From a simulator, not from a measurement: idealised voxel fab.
process module | voxel gate over fins
cross-section cut | 205 nm wide | cells 5 nm
A cross-section is a grid of square cells, given in bands from the top down. A band is one or more rows of cells.
Each band's line starts with the height of the band's top and of its bottom, in nm. Then come its materials from left to right, each with its width in nm. One material with "throughout" fills the band from edge to edge. "air" is empty space.
Height 0 is the level under which the wafer as received is all one material. The lowest band goes on downwards, as in "0 down".
A width such as "30 to 40" changes by the same amount from each row of cells to the next, from the band's top row to its bottom row.
"no change" after a step means that no cell of the cross-section changed.
closed voids: empty space of 8 cells or more with no open way to the top, each as width x height at its distance from the left edge, in nm
after a step's settings: what the simulator itself notes on the step
overlay nm, on a step with a mask: how far to the right of its planned place the mask lay; to the left if negative
plan
1 op RECEIVE | material Si
2 op CONFORMAL_DEP | material SiN | thk nm 10
3 op DIRECTIONAL_DEP | material aC | thk nm 10
4 op PATTERN | tone cover | mask id FINS | material resist | width nm 15 | pitch nm 40 | thk nm 30 | overlay nm 0
5 op DIRECTIONAL_ETCH | etch materials aC | depth nm 10
6 op STRIP | etch materials resist
7 op DIRECTIONAL_ETCH | etch materials SiN | depth nm 10
8 op DIRECTIONAL_ETCH | etch materials Si | depth nm 35
9 op STRIP | etch materials aC
10 op OXIDIZE | depth nm 5
11 op FILL_DEP | material SiO2 | thk nm 10
12 op CMP | height nm 10
13 op SELECTIVE_ETCH | etch materials SiO2 | depth nm 25
14 op STRIP | etch materials SiN
15 op CONFORMAL_DEP | material HfO2 | thk nm 5
16 op CONFORMAL_DEP | material TiN | thk nm 5
17 op CONFORMAL_DEP | material TiAl | thk nm 5
18 op CONFORMAL_DEP | material TiN | thk nm 5
19 op FILL_DEP | material W | thk nm 10
20 op CMP | height nm 25
21 op CONFORMAL_DEP | material SiCN | thk nm 10
as received, after step 1
  0 down: Si throughout
  closed voids: none
a wafer at the end: this start, this plan, one mistake
  35 to 25: SiCN throughout
  25 to 20: W throughout
  20 to 15: W 40 | TiN 130 | W 35
  15 to 10: W 40 | TiN 5 | TiAl 120 | TiN 5 | W 35
  10 to 5: W 40 | TiN 5 | TiAl 5 | TiN 30 | TiAl 10 | TiN 30 | TiAl 10 | TiN 30 | TiAl 5 | TiN 5 | W 35
  5 to 0: TiN 45 | TiAl 5 | TiN 5 | HfO2 20 | TiN 5 | TiAl 10 | TiN 5 | HfO2 20 | TiN 5 | TiAl 10 | TiN 5 | HfO2 20 | TiN 5 | TiAl 5 | TiN 40
  0 to -5: TiAl 50 | TiN 5 | HfO2 5 | Si 10 | HfO2 5 | TiN 5 | TiAl 10 | TiN 5 | HfO2 5 | Si 10 | HfO2 5 | TiN 5 | TiAl 10 | TiN 5 | HfO2 5 | Si 10 | HfO2 5 | TiN 5 | TiAl 45
  -5 to -10: TiN 55 | HfO2 5 | Si 10 | HfO2 5 | TiN 20 | HfO2 5 | Si 10 | HfO2 5 | TiN 20 | HfO2 5 | Si 10 | HfO2 5 | TiN 50
  -10 to -15: HfO2 60 | Si 10 | HfO2 30 | Si 10 | HfO2 30 | Si 10 | HfO2 55
  -15 to -40: SiO2 60 | Si 10 | SiO2 30 | Si 10 | SiO2 30 | Si 10 | SiO2 55
  -40 down: Si throughout
  closed voids: none
what went wrong: step 4 ran as: op PATTERN | tone cover | mask id FINS | material resist | width nm 20 | pitch nm 40 | thk nm 30 | overlay nm 0
